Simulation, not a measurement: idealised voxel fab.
Title: Process Module voxel released beams
For reference, the cross-section in this document is cut, with width 290 nm and square cells of 5 nm.
Each cross-section below is a grid of square cells, stated as bands in top-down order, with one or more rows of cells making up each band. Heights first: top, then bottom, in nm. Then materials, left to right, each with a width in nm. "everywhere" on a single material: fills the band edge to edge. "blank": empty space. A quick word on heights: they are counted from 0, and under that level the wafer as it came to us is one material throughout. The lowest band is different from the rest in having no bottom; it simply continues downward, written as in "z 0 and below". Per-row width for "30..40": begins at first number (top row of band), ends at second number (bottom row), increment between rows held constant. Step marked "remained the same"? Then no cell in the cross-section changed in it. Trapped void list: empty space of 8 cells or more with no open way to the top, each as width x height at its distance from the left edge, in nm. It should be noted that, on the line of a given step, the content following the step's settings is a remark produced by the simulator itself with respect to that step. overlay nm: mask offset rightward from planned place, masked step; negative means leftward offset.

-- Intended process steps
1: RECEIVE, material Si
2: CONFORMAL_DEP, material SiN, thk nm 10
3: DIRECTIONAL_DEP, material SiO2, thk nm 10
4: MASKED_ETCH, tone open, mask id ANCHOR, width nm 45, etch materials SiO2, depth nm 10, overlay nm 0
5: CONFORMAL_DEP, material polySi, thk nm 15
6: MASKED_ETCH, tone cover, mask id BEAM, width nm 90, etch materials polySi, depth nm 15, overlay nm 0
7: STRIP, etch materials SiO2

-- First of two wafers - as planned

-- Incoming wafer in cross-section (state: after step 1)
	z 0 and below  Si everywhere
	Trapped void list: none

-- Step 2 done - wafer cross-section
	z 10 to 0  SiN everywhere
	Beneath the level 0, the cross-section is identical to its previous state.

-- Step 3 done - wafer cross-section
	z 20 to 10  SiO2 everywhere
	Beneath the level 10, the cross-section is identical to its previous state.

-- Step 4 done - wafer cross-section
	z 20 to 10  SiO2: 100  blank: 45  SiO2: 145
	Beneath the level 10, the cross-section is identical to its previous state.

-- Step 5 done - wafer cross-section
	z 35 to 25  polySi: 115  blank: 15  polySi: 160
	z 25 to 20  polySi everywhere
	z 20 to 10  SiO2: 100  polySi: 45  SiO2: 145
	Beneath the level 10, the cross-section is identical to its previous state.

-- Step 6 done - wafer cross-section
	z 35 to 25  blank: 95  polySi: 20  blank: 15  polySi: 55  blank: 105
	z 25 to 20  blank: 95  polySi: 90  blank: 105
	Beneath the level 20, the cross-section is identical to its previous state.

-- Step 7 done - wafer cross-section
	z 35 to 25  blank: 95  polySi: 20  blank: 15  polySi: 55  blank: 105
	z 25 to 20  blank: 95  polySi: 90  blank: 105
	z 20 to 10  blank: 100  polySi: 45  blank: 145
	Beneath the level 10, the cross-section is identical to its previous state.

-- Wafer two of the pair: same origin, same plan, one error during the run; identical to wafer one up to and including step 2

-- Second wafer: cross-section at the scheduled end of step 3
	z 20 to 10  polySi everywhere
	Beneath the level 10, the cross-section is identical to its previous state.

Second wafer: cross-section at the scheduled end of step 4: remained the same

-- Second wafer: cross-section at the scheduled end of step 5
	z 35 to 10  polySi everywhere
	Beneath the level 10, the cross-section is identical to its previous state.

-- Second wafer: cross-section at the scheduled end of step 6
	z 35 to 20  blank: 95  polySi: 90  blank: 105
	Beneath the level 20, the cross-section is identical to its previous state.

Second wafer: cross-section at the scheduled end of step 7: remained the same
Deviation noted in wafer processing: note that step 3 departed from the planned setting and was carried out as DIRECTIONAL_DEP, material polySi, thk nm 10
Final cells, second wafer relative to first, materials higher or lower: 104 more of polySi
